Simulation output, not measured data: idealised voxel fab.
This section sets out a process module, namely voxel ribs on slabs.
270 nm wide, 5 nm square cells: that's cross-section cut.
For the purposes of this document, a cross-section shall be understood as a grid of square cells, specified as bands listed in top-to-bottom order, each band consisting of one or more rows of cells. Quick guide to a band line: top height, bottom height (nm) up front; then every material left to right with its width in nm. Only one material and it's marked "throughout"? Then it fills the band edge to edge. And "air" just means empty space. Height is counted from the level 0, under which the received wafer is composed throughout of one material. The lowest of the bands is not closed at the bottom but continues downward, in the notation "from 0 down". With a width like "30->40", each row of cells in the band differs from the next by the same amount, the top row carrying the first number and the bottom row the second. Where a step carries "left unchanged", the cross-section came out of it unchanged, cell for cell. Basically, "Fully closed voids" tells you about the enclosed voids: empty spaces with no open way to the top, 8 cells or bigger, each written width x height at distance, where distance is from the left edge, all in nm. On a step's line, text after the settings is the simulator commenting on that step. Each step line may optionally specify "overlay nm", which for a step with a mask gives the rightward distance between the mask's planned place and where it lay, a negative value indicating the leftward direction. From here on the document is pairs. In a pair, the cross-section before one process step comes with the cross-section after it, and the latter goes no deeper than the lowest band that changed. What lies in between, the step and its settings, is written under the pair. A pair may be from a different run of this module on the same starting wafer than the pair above it, so it continues from that pair only where its entry headed "Ex-ante state" says so.
# Ex-ante state
> from 0 down: Si throughout
> Fully closed voids: none
# Post-Step Section View
> from 30 to 0: SiO2 throughout
> Below 0, no change.
> Fully closed voids: none
Step, before to after (see cross-sections above): op DIRECTIONAL_DEP | material SiO2 | thk nm 30
Ex-ante state: the state before this step is the cross-section shown after the step in the pair just above.
# Post-Step Section View
> from 55 to 30: polySi throughout
> Below 30, no change.
> Fully closed voids: none
Step, before to after (see cross-sections above): op DIRECTIONAL_DEP | material polySi | thk nm 25
Ex-ante state: the state before this step is the cross-section shown after the step in the pair just above.
# Post-Step Section View
> from 55 to 50: air 125, polySi 20, air 125
> Below 50, no change.
> Fully closed voids: none
Step, before to after (see cross-sections above): op MASKED_ETCH | tone cover | mask id RIB | width nm 20 | etch materials polySi | depth nm 5 | overlay nm 0
Ex-ante state: the state before this step is the cross-section shown after the step in the pair just above.
# Post-Step Section View
> from 55 to 50: air 125, polySi 20, air 125
> from 50 to 30: air 95, polySi 80, air 95
> Below 30, no change.
> Fully closed voids: none
Step, before to after (see cross-sections above): op MASKED_ETCH | tone cover | mask id SLAB | width nm 80 | etch materials polySi | depth nm 20 | overlay nm 0
Ex-ante state: the state before this step is the cross-section shown after the step in the pair just above.
# Post-Step Section View
> from 85 to 55: SiO2 throughout
> from 55 to 50: SiO2 125, polySi 20, SiO2 125
> from 50 to 30: SiO2 95, polySi 80, SiO2 95
> Below 30, no change.
> Fully closed voids: none
Step, before to after (see cross-sections above): op FILL_DEP | material SiO2 | thk nm 30
Ex-ante state: the state before this step is the cross-section shown after the step in the pair just above.
# Post-Step Section View
> from 75 to 55: SiO2 throughout
> Below 55, no change.
> Fully closed voids: none
Step, before to after (see cross-sections above): op CMP | height nm 75
Ex-ante state: the state before this step is the cross-section shown after the step in the pair just above.
# Post-Step Section View
> from 85 to 75: W throughout
> Below 75, no change.
> Fully closed voids: none
Step, before to after (see cross-sections above): op DIRECTIONAL_DEP | material W | thk nm 10
Ex-ante state: the state before this step is the cross-section shown after the step in the pair just above.
# Post-Step Section View
> from 100 to 85: air 120, resist 30, air 120
> Below 85, no change.
> Fully closed voids: none
Step, before to after (see cross-sections above): op PATTERN | tone cover | mask id HEATER | material resist | width nm 30 | thk nm 15 | overlay nm 0
Ex-ante state: the state before this step is the cross-section shown after the step in the pair just above.
# Post-Step Section View
> from 100 to 85: air 120, resist 30, air 120
> from 85 to 75: air 120, W 30, air 120
> Below 75, no change.
> Fully closed voids: none
Step, before to after (see cross-sections above): op DIRECTIONAL_ETCH | etch materials W | depth nm 10
Ex-ante state: the state before this step is the cross-section shown after the step in the pair just above.
# Post-Step Section View
> from 85 to 75: air 120, W 30, air 120
> Below 75, no change.
> Fully closed voids: none
Step, before to after (see cross-sections above): op STRIP | etch materials resist
Ex-ante state: the state before this step is the cross-section shown after the step in the pair just above.
# Post-Step Section View
> from 95 to 85: air 110, SiO2 50, air 110
> from 85 to 75: SiO2 120, W 30, SiO2 120
> Below 75, no change.
> Fully closed voids: none
Step, before to after (see cross-sections above): op CONFORMAL_DEP | material SiO2 | thk nm 10
# Ex-ante state
> from 30 to 0: SiO2 throughout
> from 0 down: Si throughout
> Fully closed voids: none
# Post-Step Section View
> from 60 to 0: SiO2 throughout
> Below 0, no change.
> Fully closed voids: none
Step, before to after (see cross-sections above): op DIRECTIONAL_DEP | material SiO2 | thk nm 30
Ex-ante state: the state before this step is the cross-section shown after the step in the pair just above.
# Post-Step Section View
> from 85 to 60: polySi throughout
> Below 60, no change.
> Fully closed voids: none
Step, before to after (see cross-sections above): op DIRECTIONAL_DEP | material polySi | thk nm 25
Ex-ante state: the state before this step is the cross-section shown after the step in the pair just above.
# Post-Step Section View
> from 85 to 80: air 125, polySi 20, air 125
> Below 80, no change.
> Fully closed voids: none
Step, before to after (see cross-sections above): op MASKED_ETCH | tone cover | mask id RIB | width nm 20 | etch materials polySi | depth nm 5 | overlay nm 0
Ex-ante state: the state before this step is the cross-section shown after the step in the pair just above.
# Post-Step Section View
> from 85 to 80: air 125, polySi 20, air 125
> from 80 to 60: air 95, polySi 80, air 95
> Below 60, no change.
> Fully closed voids: none
Step, before to after (see cross-sections above): op MASKED_ETCH | tone cover | mask id SLAB | width nm 80 | etch materials polySi | depth nm 20 | overlay nm 0
Ex-ante state: the state before this step is the cross-section shown after the step in the pair just above.
# Post-Step Section View
> from 115 to 85: SiO2 throughout
> from 85 to 80: SiO2 125, polySi 20, SiO2 125
> from 80 to 60: SiO2 95, polySi 80, SiO2 95
> Below 60, no change.
> Fully closed voids: none
Step, before to after (see cross-sections above): op FILL_DEP | material SiO2 | thk nm 30
Ex-ante state: the state before this step is the cross-section shown after the step in the pair just above.
# Post-Step Section View
> from 75 to 60: SiO2 95, polySi 80, SiO2 95
> Below 60, no change.
> Fully closed voids: none
Step, before to after (see cross-sections above): op CMP | height nm 75
Ex-ante state: the state before this step is the cross-section shown after the step in the pair just above.
# Post-Step Section View
> from 85 to 75: W throughout
> Below 75, no change.
> Fully closed voids: none
Step, before to after (see cross-sections above): op DIRECTIONAL_DEP | material W | thk nm 10
Ex-ante state: the state before this step is the cross-section shown after the step in the pair just above.
# Post-Step Section View
> from 100 to 85: air 120, resist 30, air 120
> Below 85, no change.
> Fully closed voids: none
Step, before to after (see cross-sections above): op PATTERN | tone cover | mask id HEATER | material resist | width nm 30 | thk nm 15 | overlay nm 0
Ex-ante state: the state before this step is the cross-section shown after the step in the pair just above.
# Post-Step Section View
> from 100 to 85: air 120, resist 30, air 120
> from 85 to 75: air 120, W 30, air 120
> Below 75, no change.
> Fully closed voids: none
Step, before to after (see cross-sections above): op DIRECTIONAL_ETCH | etch materials W | depth nm 10
Ex-ante state: the state before this step is the cross-section shown after the step in the pair just above.
# Post-Step Section View
> from 85 to 75: air 120, W 30, air 120
> Below 75, no change.
> Fully closed voids: none
Step, before to after (see cross-sections above): op STRIP | etch materials resist
Ex-ante state: the state before this step is the cross-section shown after the step in the pair just above.
# Post-Step Section View
> from 95 to 85: air 110, SiO2 50, air 110
> from 85 to 75: SiO2 120, W 30, SiO2 120
> Below 75, no change.
> Fully closed voids: none
Step, before to after (see cross-sections above): op CONFORMAL_DEP | material SiO2 | thk nm 10
# Ex-ante state
> from 0 down: Si throughout
> Fully closed voids: none
# Post-Step Section View
> from 25 to 0: polySi throughout
> Below 0, no change.
> Fully closed voids: none
Step, before to after (see cross-sections above): op DIRECTIONAL_DEP | material polySi | thk nm 25
Ex-ante state: the state before this step is the cross-section shown after the step in the pair just above.
# Post-Step Section View
> from 55 to 25: SiO2 throughout
> Below 25, no change.
> Fully closed voids: none
Step, before to after (see cross-sections above): op DIRECTIONAL_DEP | material SiO2 | thk nm 30
Ex-ante state: the state before this step is the cross-section shown after the step in the pair just above.
# Post-Step Section View
> from 85 to 25: SiO2 throughout
> Below 25, no change.
> Fully closed voids: none
Step, before to after (see cross-sections above): op FILL_DEP | material SiO2 | thk nm 30
Ex-ante state: the state before this step is the cross-section shown after the step in the pair just above.
# Post-Step Section View
> from 75 to 25: SiO2 throughout
> Below 25, no change.
> Fully closed voids: none
Step, before to after (see cross-sections above): op CMP | height nm 75
Ex-ante state: the state before this step is the cross-section shown after the step in the pair just above.
# Post-Step Section View
> from 85 to 75: W throughout
> Below 75, no change.
> Fully closed voids: none
Step, before to after (see cross-sections above): op DIRECTIONAL_DEP | material W | thk nm 10
Ex-ante state: the state before this step is the cross-section shown after the step in the pair just above.
# Post-Step Section View
> from 100 to 85: air 120, resist 30, air 120
> Below 85, no change.
> Fully closed voids: none
Step, before to after (see cross-sections above): op PATTERN | tone cover | mask id HEATER | material resist | width nm 30 | thk nm 15 | overlay nm 0
Ex-ante state: the state before this step is the cross-section shown after the step in the pair just above.
# Post-Step Section View
> from 100 to 85: air 120, resist 30, air 120
> from 85 to 75: air 120, W 30, air 120
> Below 75, no change.
> Fully closed voids: none
Step, before to after (see cross-sections above): op DIRECTIONAL_ETCH | etch materials W | depth nm 10
Ex-ante state: the state before this step is the cross-section shown after the step in the pair just above.
# Post-Step Section View
> from 85 to 75: air 120, W 30, air 120
> Below 75, no change.
> Fully closed voids: none
Step, before to after (see cross-sections above): op STRIP | etch materials resist
Ex-ante state: the state before this step is the cross-section shown after the step in the pair just above.
# Post-Step Section View
> from 95 to 85: air 110, SiO2 50, air 110
> from 85 to 75: SiO2 120, W 30, SiO2 120
> Below 75, no change.
> Fully closed voids: none
Step, before to after (see cross-sections above): op CONFORMAL_DEP | material SiO2 | thk nm 10
# Ex-ante state
> from 30 to 0: SiO2 throughout
> from 0 down: Si throughout
> Fully closed voids: none
# Post-Step Section View
> from 45 to 30: polySi throughout
> Below 30, no change.
> Fully closed voids: none
Step, before to after (see cross-sections above): op DIRECTIONAL_DEP | material polySi | thk nm 15
Ex-ante state: the state before this step is the cross-section shown after the step in the pair just above.
# Post-Step Section View
> from 45 to 40: air 125, polySi 20, air 125
> Below 40, no change.
> Fully closed voids: none
Step, before to after (see cross-sections above): op MASKED_ETCH | tone cover | mask id RIB | width nm 20 | etch materials polySi | depth nm 5 | overlay nm 0
Ex-ante state: the state before this step is the cross-section shown after the step in the pair just above.
# Post-Step Section View
> from 45 to 40: air 125, polySi 20, air 125
> from 40 to 30: air 95, polySi 80, air 95
> Below 30, no change.
> Fully closed voids: none
Step, before to after (see cross-sections above): op MASKED_ETCH | tone cover | mask id SLAB | width nm 80 | etch materials polySi | depth nm 20 | overlay nm 0
Ex-ante state: the state before this step is the cross-section shown after the step in the pair just above.
# Post-Step Section View
> from 75 to 45: SiO2 throughout
> from 45 to 40: SiO2 125, polySi 20, SiO2 125
> from 40 to 30: SiO2 95, polySi 80, SiO2 95
> Below 30, no change.
> Fully closed voids: none
Step, before to after (see cross-sections above): op FILL_DEP | material SiO2 | thk nm 30
Ex-ante state: the state before this step is the cross-section shown after the step in the pair just above.
# Post-Step Section View
> from 85 to 75: W throughout
> Below 75, no change.
> Fully closed voids: none
Step, before to after (see cross-sections above): op DIRECTIONAL_DEP | material W | thk nm 10
Ex-ante state: the state before this step is the cross-section shown after the step in the pair just above.
# Post-Step Section View
> from 100 to 85: air 120, resist 30, air 120
> Below 85, no change.
> Fully closed voids: none
Step, before to after (see cross-sections above): op PATTERN | tone cover | mask id HEATER | material resist | width nm 30 | thk nm 15 | overlay nm 0
Ex-ante state: the state before this step is the cross-section shown after the step in the pair just above.
# Post-Step Section View
> from 100 to 85: air 120, resist 30, air 120
> from 85 to 75: air 120, W 30, air 120
> Below 75, no change.
> Fully closed voids: none
Step, before to after (see cross-sections above): op DIRECTIONAL_ETCH | etch materials W | depth nm 10
Ex-ante state: the state before this step is the cross-section shown after the step in the pair just above.
# Post-Step Section View
> from 85 to 75: air 120, W 30, air 120
> Below 75, no change.
> Fully closed voids: none
Step, before to after (see cross-sections above): op STRIP | etch materials resist
Ex-ante state: the state before this step is the cross-section shown after the step in the pair just above.
# Post-Step Section View
> from 95 to 85: air 110, SiO2 50, air 110
> from 85 to 75: SiO2 120, W 30, SiO2 120
> Below 75, no change.
> Fully closed voids: none
Step, before to after (see cross-sections above): op CONFORMAL_DEP | material SiO2 | thk nm 10
# Ex-ante state
> from 55 to 30: polySi throughout
> from 30 to 0: SiO2 throughout
> from 0 down: Si throughout
> Fully closed voids: none
# Post-Step Section View
> from 55 to 50: air 120, polySi 30, air 120
> Below 50, no change.
> Fully closed voids: none
Step, before to after (see cross-sections above): op MASKED_ETCH | tone cover | mask id RIB | width nm 30 | etch materials polySi | depth nm 5 | overlay nm 0
Ex-ante state: the state before this step is the cross-section shown after the step in the pair just above.
# Post-Step Section View
> from 55 to 50: air 120, polySi 30, air 120
> from 50 to 30: air 95, polySi 80, air 95
> Below 30, no change.
> Fully closed voids: none
Step, before to after (see cross-sections above): op MASKED_ETCH | tone cover | mask id SLAB | width nm 80 | etch materials polySi | depth nm 20 | overlay nm 0
Ex-ante state: the state before this step is the cross-section shown after the step in the pair just above.
# Post-Step Section View
> from 85 to 55: SiO2 throughout
> from 55 to 50: SiO2 120, polySi 30, SiO2 120
> from 50 to 30: SiO2 95, polySi 80, SiO2 95
> Below 30, no change.
> Fully closed voids: none
Step, before to after (see cross-sections above): op FILL_DEP | material SiO2 | thk nm 30
Ex-ante state: the state before this step is the cross-section shown after the step in the pair just above.
# Post-Step Section View
> from 75 to 55: SiO2 throughout
> Below 55, no change.
> Fully closed voids: none
Step, before to after (see cross-sections above): op CMP | height nm 75
Ex-ante state: the state before this step is the cross-section shown after the step in the pair just above.
# Post-Step Section View
> from 85 to 75: W throughout
> Below 75, no change.
> Fully closed voids: none
Step, before to after (see cross-sections above): op DIRECTIONAL_DEP | material W | thk nm 10
Ex-ante state: the state before this step is the cross-section shown after the step in the pair just above.
# Post-Step Section View
> from 100 to 85: air 120, resist 30, air 120
> Below 85, no change.
> Fully closed voids: none
Step, before to after (see cross-sections above): op PATTERN | tone cover | mask id HEATER | material resist | width nm 30 | thk nm 15 | overlay nm 0
Ex-ante state: the state before this step is the cross-section shown after the step in the pair just above.
# Post-Step Section View
> from 100 to 85: air 120, resist 30, air 120
> from 85 to 75: air 120, W 30, air 120
> Below 75, no change.
> Fully closed voids: none
Step, before to after (see cross-sections above): op DIRECTIONAL_ETCH | etch materials W | depth nm 10
Ex-ante state: the state before this step is the cross-section shown after the step in the pair just above.
# Post-Step Section View
> from 85 to 75: air 120, W 30, air 120
> Below 75, no change.
> Fully closed voids: none
Step, before to after (see cross-sections above): op STRIP | etch materials resist
Ex-ante state: the state before this step is the cross-section shown after the step in the pair just above.
# Post-Step Section View
> from 95 to 85: air 110, SiO2 50, air 110
> from 85 to 75: SiO2 120, W 30, SiO2 120
> Below 75, no change.
> Fully closed voids: none
Step, before to after (see cross-sections above): op CONFORMAL_DEP | material SiO2 | thk nm 10
# Ex-ante state
> from 55 to 50: air 125, polySi 20, air 125
> from 50 to 30: polySi throughout
> from 30 to 0: SiO2 throughout
> from 0 down: Si throughout
> Fully closed voids: none
# Post-Step Section View
> from 55 to 50: air 125, polySi 20, air 125
> from 50 to 30: air 100, polySi 80, air 90
> Below 30, no change.
> Fully closed voids: none
Step, before to after (see cross-sections above): op MASKED_ETCH | tone cover | mask id SLAB | width nm 80 | etch materials polySi | depth nm 20 | overlay nm 5
Ex-ante state: the state before this step is the cross-section shown after the step in the pair just above.
# Post-Step Section View
> from 85 to 55: SiO2 throughout
> from 55 to 50: SiO2 125, polySi 20, SiO2 125
> from 50 to 30: SiO2 100, polySi 80, SiO2 90
> Below 30, no change.
> Fully closed voids: none
Step, before to after (see cross-sections above): op FILL_DEP | material SiO2 | thk nm 30
Ex-ante state: the state before this step is the cross-section shown after the step in the pair just above.
# Post-Step Section View
> from 75 to 55: SiO2 throughout
> Below 55, no change.
> Fully closed voids: none
Step, before to after (see cross-sections above): op CMP | height nm 75
Ex-ante state: the state before this step is the cross-section shown after the step in the pair just above.
# Post-Step Section View
> from 85 to 75: W throughout
> Below 75, no change.
> Fully closed voids: none
Step, before to after (see cross-sections above): op DIRECTIONAL_DEP | material W | thk nm 10
Ex-ante state: the state before this step is the cross-section shown after the step in the pair just above.
# Post-Step Section View
> from 100 to 85: air 120, resist 30, air 120
> Below 85, no change.
> Fully closed voids: none
Step, before to after (see cross-sections above): op PATTERN | tone cover | mask id HEATER | material resist | width nm 30 | thk nm 15 | overlay nm 0
Ex-ante state: the state before this step is the cross-section shown after the step in the pair just above.
# Post-Step Section View
> from 100 to 85: air 120, resist 30, air 120
> from 85 to 75: air 120, W 30, air 120
> Below 75, no change.
> Fully closed voids: none
Step, before to after (see cross-sections above): op DIRECTIONAL_ETCH | etch materials W | depth nm 10
Ex-ante state: the state before this step is the cross-section shown after the step in the pair just above.
# Post-Step Section View
> from 85 to 75: air 120, W 30, air 120
> Below 75, no change.
> Fully closed voids: none
Step, before to after (see cross-sections above): op STRIP | etch materials resist
Ex-ante state: the state before this step is the cross-section shown after the step in the pair just above.
# Post-Step Section View
> from 95 to 85: air 110, SiO2 50, air 110
> from 85 to 75: SiO2 120, W 30, SiO2 120
> Below 75, no change.
> Fully closed voids: none
Step, before to after (see cross-sections above): op CONFORMAL_DEP | material SiO2 | thk nm 10
# Ex-ante state
> from 0 down: Si throughout
> Fully closed voids: none
# Post-Step Section View
> from 30 to 0: W throughout
> Below 0, no change.
> Fully closed voids: none
Step, before to after (see cross-sections above): op DIRECTIONAL_DEP | material W | thk nm 30
Ex-ante state: the state before this step is the cross-section shown after the step in the pair just above.
# Post-Step Section View
> from 55 to 30: polySi throughout
> Below 30, no change.
> Fully closed voids: none
Step, before to after (see cross-sections above): op DIRECTIONAL_DEP | material polySi | thk nm 25
Ex-ante state: the state before this step is the cross-section shown after the step in the pair just above.
# Post-Step Section View
> from 55 to 50: air 125, polySi 20, air 125
> Below 50, no change.
> Fully closed voids: none
Step, before to after (see cross-sections above): op MASKED_ETCH | tone cover | mask id RIB | width nm 20 | etch materials polySi | depth nm 5 | overlay nm 0
Ex-ante state: the state before this step is the cross-section shown after the step in the pair just above.
# Post-Step Section View
> from 55 to 50: air 125, polySi 20, air 125
> from 50 to 30: air 95, polySi 80, air 95
> Below 30, no change.
> Fully closed voids: none
Step, before to after (see cross-sections above): op MASKED_ETCH | tone cover | mask id SLAB | width nm 80 | etch materials polySi | depth nm 20 | overlay nm 0
Ex-ante state: the state before this step is the cross-section shown after the step in the pair just above.
# Post-Step Section View
> from 85 to 55: SiO2 throughout
> from 55 to 50: SiO2 125, polySi 20, SiO2 125
> from 50 to 30: SiO2 95, polySi 80, SiO2 95
> Below 30, no change.
> Fully closed voids: none
Step, before to after (see cross-sections above): op FILL_DEP | material SiO2 | thk nm 30
Ex-ante state: the state before this step is the cross-section shown after the step in the pair just above.
# Post-Step Section View
> from 75 to 55: SiO2 throughout
> Below 55, no change.
> Fully closed voids: none
Step, before to after (see cross-sections above): op CMP | height nm 75
Ex-ante state: the state before this step is the cross-section shown after the step in the pair just above.
# Post-Step Section View
> from 85 to 75: W throughout
> Below 75, no change.
> Fully closed voids: none
Step, before to after (see cross-sections above): op DIRECTIONAL_DEP | material W | thk nm 10
Ex-ante state: the state before this step is the cross-section shown after the step in the pair just above.
# Post-Step Section View
> from 100 to 85: air 120, resist 30, air 120
> Below 85, no change.
> Fully closed voids: none
Step, before to after (see cross-sections above): op PATTERN | tone cover | mask id HEATER | material resist | width nm 30 | thk nm 15 | overlay nm 0
Ex-ante state: the state before this step is the cross-section shown after the step in the pair just above.
# Post-Step Section View
> from 100 to 85: air 120, resist 30, air 120
> from 85 to 75: air 120, W 30, air 120
> Below 75, no change.
> Fully closed voids: none
Step, before to after (see cross-sections above): op DIRECTIONAL_ETCH | etch materials W | depth nm 10
Ex-ante state: the state before this step is the cross-section shown after the step in the pair just above.
# Post-Step Section View
> from 85 to 75: air 120, W 30, air 120
> Below 75, no change.
> Fully closed voids: none
Step, before to after (see cross-sections above): op STRIP | etch materials resist
Ex-ante state: the state before this step is the cross-section shown after the step in the pair just above.
# Post-Step Section View
> from 95 to 85: air 110, SiO2 50, air 110
> from 85 to 75: SiO2 120, W 30, SiO2 120
> Below 75, no change.
> Fully closed voids: none
Step, before to after (see cross-sections above): op CONFORMAL_DEP | material SiO2 | thk nm 10
# Ex-ante state
> from 85 to 75: W throughout
> from 75 to 55: SiO2 throughout
> from 55 to 50: SiO2 125, polySi 20, SiO2 125
> from 50 to 30: SiO2 95, polySi 80, SiO2 95
> from 30 to 0: SiO2 throughout
> from 0 down: Si throughout
> Fully closed voids: none
# Post-Step Section View
> from 100 to 85: resist 120, air 30, resist 120
> Below 85, no change.
> Fully closed voids: none
Step, before to after (see cross-sections above): op PATTERN | tone open | mask id HEATER | material resist | width nm 30 | thk nm 15 | overlay nm 0
Ex-ante state: the state before this step is the cross-section shown after the step in the pair just above.
# Post-Step Section View
> from 100 to 85: resist 120, air 30, resist 120
> from 85 to 75: W 120, air 30, W 120
> Below 75, no change.
> Fully closed voids: none
Step, before to after (see cross-sections above): op DIRECTIONAL_ETCH | etch materials W | depth nm 10
Ex-ante state: the state before this step is the cross-section shown after the step in the pair just above.
# Post-Step Section View
> from 85 to 75: W 120, air 30, W 120
> Below 75, no change.
> Fully closed voids: none
Step, before to after (see cross-sections above): op STRIP | etch materials resist
Ex-ante state: the state before this step is the cross-section shown after the step in the pair just above.
# Post-Step Section View
> from 95 to 85: SiO2 130, air 10, SiO2 130
> from 85 to 75: W 120, SiO2 30, W 120
> Below 75, no change.
> Fully closed voids: none
Step, before to after (see cross-sections above): op CONFORMAL_DEP | material SiO2 | thk nm 10
